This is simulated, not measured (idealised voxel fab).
process module | voxel released beams
cross-section cut | 280 nm wide | cells 5 nm
A cross-section is a grid of square cells, given in bands from the top down. A band is one or more rows of cells.
Each band's line starts with the height of the band's top and of its bottom, in nm. Then come its materials from left to right, each with its width in nm. One material with "throughout" fills the band from edge to edge. "air" is empty space.
Height 0 is the level under which the wafer as received is all one material. The lowest band goes on downwards, as in "0 down".
A width such as "30 to 40" changes by the same amount from each row of cells to the next, from the band's top row to its bottom row.
"no change" after a step means that no cell of the cross-section changed.
closed voids: empty space of 8 cells or more with no open way to the top, each as width x height at its distance from the left edge, in nm
after a step's settings: what the simulator itself notes on the step
overlay nm, on a step with a mask: how far to the right of its planned place the mask lay; to the left if negative
plan
1 op RECEIVE | material Si
2 op CONFORMAL_DEP | material Al2O3 | thk nm 5
3 op DIRECTIONAL_DEP | material SiO2 | thk nm 10
4 op DIRECTIONAL_DEP | material aC | thk nm 10
5 op PATTERN | tone open | mask id ANCHOR | material resist | width nm 40 | thk nm 25 | overlay nm 0
6 op DIRECTIONAL_ETCH | etch materials aC | depth nm 10
7 op STRIP | etch materials resist
8 op DIRECTIONAL_ETCH | etch materials SiO2 | depth nm 10
9 op STRIP | etch materials aC
10 op CONFORMAL_DEP | material SiN | thk nm 15
11 op MASKED_ETCH | tone cover | mask id BEAM | width nm 85 | etch materials SiN | depth nm 15 | overlay nm 0
12 op STRIP | etch materials SiO2
as received, after step 1
  0 down: Si throughout
  closed voids: none
first wafer at the end, as planned
  30 to 20: air 95 | SiN 20 | air 10 | SiN 55 | air 100
  20 to 15: air 95 | SiN 85 | air 100
  15 to 5: air 100 | SiN 40 | air 140
  5 to 0: Al2O3 throughout
  0 down: Si throughout
  closed voids: none
second wafer at the end: like start, like plan, one mistake
  30 to 20: air 95 | SiN 20 | air 10 | SiN 55 | air 100
  20 to 15: air 95 | SiN 85 | air 100
  15 to 5: air 100 | SiN 40 | air 140
  5 to 0: SiN throughout
  0 down: Si throughout
  closed voids: none
what went wrong: step 2 ran as: op CONFORMAL_DEP | material SiN | thk nm 5
at the end the second wafer has, in cells: 56 fewer of Al2O3 | 56 more of SiN
